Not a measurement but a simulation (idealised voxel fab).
process module | voxel gate over fins
cross-section cut | 240 nm wide | cells 5 nm
A cross-section is a grid of square cells, given in bands from the top down. A band is one or more rows of cells.
Each band's line starts with the height of the band's top and of its bottom, in nm. Then come its materials from left to right, each with its width in nm. One material with "throughout" fills the band from edge to edge. "air" is empty space.
Height 0 is the level under which the wafer as received is all one material. The lowest band goes on downwards, as in "0 down".
A width such as "30 to 40" changes by the same amount from each row of cells to the next, from the band's top row to its bottom row.
"no change" after a step means that no cell of the cross-section changed.
closed voids: empty space of 8 cells or more with no open way to the top, each as width x height at its distance from the left edge, in nm
after a step's settings: what the simulator itself notes on the step
overlay nm, on a step with a mask: how far to the right of its planned place the mask lay; to the left if negative
plan
1 op RECEIVE | material Si
2 op CONFORMAL_DEP | material SiN | thk nm 10
3 op MASKED_ETCH | tone cover | mask id FINS | width nm 15 | pitch nm 55 | etch materials SiN | depth nm 10 | overlay nm 0
4 op MASKED_ETCH | tone cover | mask id FINS | width nm 15 | pitch nm 55 | etch materials Si | depth nm 30 | overlay nm 0
5 op FILL_DEP | material SiO2 | thk nm 10
6 op CMP | height nm 10
7 op PATTERN | tone open | mask id RAIL | material resist | width nm 15 | thk nm 20 | overlay nm 0
8 op DIRECTIONAL_ETCH | etch materials SiO2 | depth nm 35
9 op STRIP | etch materials resist
10 op CONFORMAL_DEP | material TiN | thk nm 5
11 op FILL_DEP | material Ru | thk nm 5
12 op CMP | height nm 10
13 op SELECTIVE_ETCH | etch materials W Ru TiN | depth nm 30
14 op FILL_DEP | material SiO2 | thk nm 5
15 op CMP | height nm 10
16 op SELECTIVE_ETCH | etch materials SiO2 | depth nm 20
17 op STRIP | etch materials SiN
18 op CONFORMAL_DEP | material HfO2 | thk nm 5
19 op CONFORMAL_DEP | material TiN | thk nm 5
20 op FILL_DEP | material W | thk nm 10
21 op CMP | height nm 15
22 op CONFORMAL_DEP | material SiCN | thk nm 10
varied across the wafers: width nm of step 4. The plan shows the first wafer's value. All wafers start alike
first wafer as received, after step 1
  0 down: Si throughout
  closed voids: none
each wafer at the end: cells of each material gained (+) or lost (-) since it was received, then its closed voids
width nm 15 | +60 HfO2 | -234 Si | +96 SiCN | +153 SiO2 | +63 TiN | +102 W | closed voids: none
width nm 20 | +60 HfO2 | -216 Si | +96 SiCN | +141 SiO2 | +63 TiN | +96 W | closed voids: none
width nm 25 | +60 HfO2 | -198 Si | +96 SiCN | +129 SiO2 | +63 TiN | +90 W | closed voids: none
width nm 30 | +60 HfO2 | -180 Si | +96 SiCN | +117 SiO2 | +63 TiN | +84 W | closed voids: none
